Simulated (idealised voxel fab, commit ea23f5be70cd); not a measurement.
process module | voxel self aligned contacts
cross-section cut | 295 nm wide | cells 5 nm
A cross-section is a grid of square cells, given in bands from the top down. A band is one or more rows of cells.
Each band's line starts with the height of the band's top and of its bottom, in nm. Then come its materials from left to right, each with its width in nm. One material with "throughout" fills the band from edge to edge. "air" is empty space.
Height 0 is the level under which the wafer as received is all one material. The lowest band goes on downwards, as in "0 down".
A width such as "30 to 40" changes by the same amount from each row of cells to the next, from the band's top row to its bottom row.
"no change" after a step means that no cell of the cross-section changed.
closed voids: empty space of 8 cells or more with no open way to the top, each as width x height at its distance from the left edge, in nm
after a step's settings: what the simulator itself notes on the step
overlay nm, on a step with a mask: how far to the right of its planned place the mask lay; to the left if negative
plan
1 op RECEIVE | material Si
2 op OXIDIZE | depth nm 5
3 op DIRECTIONAL_DEP | material polySi | thk nm 30
4 op DIRECTIONAL_DEP | material SiN | thk nm 20
5 op PATTERN | tone cover | mask id GATE | material resist | width nm 30 | pitch nm 65 | thk nm 15 | overlay nm 0
6 op DIRECTIONAL_ETCH | etch materials SiN | depth nm 20
7 op DIRECTIONAL_ETCH | etch materials polySi | depth nm 30
8 op STRIP | etch materials resist
9 op CONFORMAL_DEP | material SiN | thk nm 5
10 op DIRECTIONAL_ETCH | etch materials SiN | depth nm 5
11 op FILL_DEP | material SiO2 | thk nm 15
12 op CMP | height nm 60
13 op PATTERN | tone open | mask id CONTACT | material resist | width nm 45 | thk nm 20 | overlay nm 0
14 op DIRECTIONAL_ETCH | etch materials SiO2 | depth nm 65
15 op STRIP | etch materials resist
16 op CONFORMAL_DEP | material TiN | thk nm 5
17 op FILL_DEP | material Ru | thk nm 10
18 op CMP | height nm 60
19 op CONFORMAL_DEP | material SiCN | thk nm 5
as received, after step 1
  0 down: Si throughout
  closed voids: none
a wafer at the end: this start, this plan, one mistake
  65 to 60: SiCN throughout
  60 to 50: SiO2 125 | TiN 5 to 15 | Ru 35 to 15 | TiN 5 to 15 | SiO2 125
  50 to 30: SiO2 95 | SiN 40 | TiN 5 | Ru 15 | TiN 5 | SiN 40 | SiO2 95
  30 to 25: SiO2 135 | TiN 25 | SiO2 135
  25 to 0: polySi throughout
  0 down: Si throughout
  closed voids: none
what went wrong: steps 2 and 3 were swapped
